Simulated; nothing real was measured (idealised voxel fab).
Process module heading - voxel ribs on slabs
Cross-sectional view cut (width: 265 nm; square cell size: 5 nm).
How to read a cross-section here: the picture is a grid of square cells, written as bands going from the top down, and any band can span one or more rows of cells.
Band entry format. Leading values: height of top, height of bottom, nm. Remainder: materials in left-to-right order, each with its width in nm. Special words: "edge to edge" on a single material, which then fills the band edge to edge; "air", empty space.
Heights are expressed relative to 0, this being the level below which the as-received wafer comprises one material exclusively. The lowest band is unbounded in the downward direction and is denoted as in "0 nm and below".
A width such as "30..40" changes by the same amount from each row of cells to the next, from the band's top row to its bottom row.
For the purposes of this document, the phrase "remained unchanged" attached to a step denotes that no cell within the cross-section was modified by that step.
So "Trapped void list" is basically the list of trapped voids: any empty space of 8 cells or more that can't reach the top through an opening. They're written width x height at distance, the distance being from the left edge, and it's all nm.
Past the settings on a step's line: simulator remark, on that step.
Each step line may optionally specify "overlay nm", which for a step with a mask gives the rightward distance between the mask's planned place and where it lay, a negative value indicating the leftward direction.

The planned process steps are enumerated hereunder
1. op RECEIVE | material Si
2. op DIRECTIONAL_DEP | material SiO2 | thk nm 30
3. op DIRECTIONAL_DEP | material SiN | thk nm 15
4. op PATTERN | tone cover | mask id RIB | material resist | width nm 20 | thk nm 20 | overlay nm 0
5. op DIRECTIONAL_ETCH | etch materials SiN | depth nm 10
6. op STRIP | etch materials resist
7. op PATTERN | tone cover | mask id SLAB | material resist | width nm 80 | thk nm 20 | overlay nm 0
8. op DIRECTIONAL_ETCH | etch materials SiN | depth nm 5
9. op STRIP | etch materials resist
10. op FILL_DEP | material SiO2 | thk nm 20
11. op CMP | height nm 55
12. op DIRECTIONAL_DEP | material W | thk nm 5
13. op DIRECTIONAL_DEP | material aC | thk nm 15
14. op PATTERN | tone cover | mask id HEATER | material resist | width nm 30 | thk nm 30 | overlay nm 0
15. op DIRECTIONAL_ETCH | etch materials aC | depth nm 15
16. op STRIP | etch materials resist
17. op DIRECTIONAL_ETCH | etch materials W | depth nm 5
18. op STRIP | etch materials aC
19. op CONFORMAL_DEP | material SiO2 | thk nm 10

As-received wafer cross-section (after step 1)
  0 nm and below | Si edge to edge
  Trapped void list: none

Module complete - cross-section of the first of two wafers, run according to plan
  70 nm to 65 nm | 105 of air | 50 of SiO2 | 110 of air
  65 nm to 60 nm | SiO2 edge to edge
  60 nm to 55 nm | 115 of SiO2 | 30 of W | 120 of SiO2
  55 nm to 45 nm | SiO2 edge to edge
  45 nm to 35 nm | 120 of SiO2 | 20 of SiN | 125 of SiO2
  35 nm to 30 nm | 90 of SiO2 | 80 of SiN | 95 of SiO2
  30 nm to 0 nm | SiO2 edge to edge
  0 nm and below | Si edge to edge
  Trapped void list: none

Cross-section of the latter of the two wafers at module completion. It had an identical start and an identical plan to the former; in running it, one mistake was made
  60 nm to 55 nm | 115 of air | 30 of W | 120 of air
  55 nm to 45 nm | SiO2 edge to edge
  45 nm to 35 nm | 120 of SiO2 | 20 of SiN | 125 of SiO2
  35 nm to 30 nm | 90 of SiO2 | 80 of SiN | 95 of SiO2
  30 nm to 0 nm | SiO2 edge to edge
  0 nm and below | Si edge to edge
  Trapped void list: none
Heads up, the wafer didn't run the way we planned it: plan step 19: skipped, not run
Final comparison by cell count, materials where the second wafer has more or fewer than the first: -110 SiO2
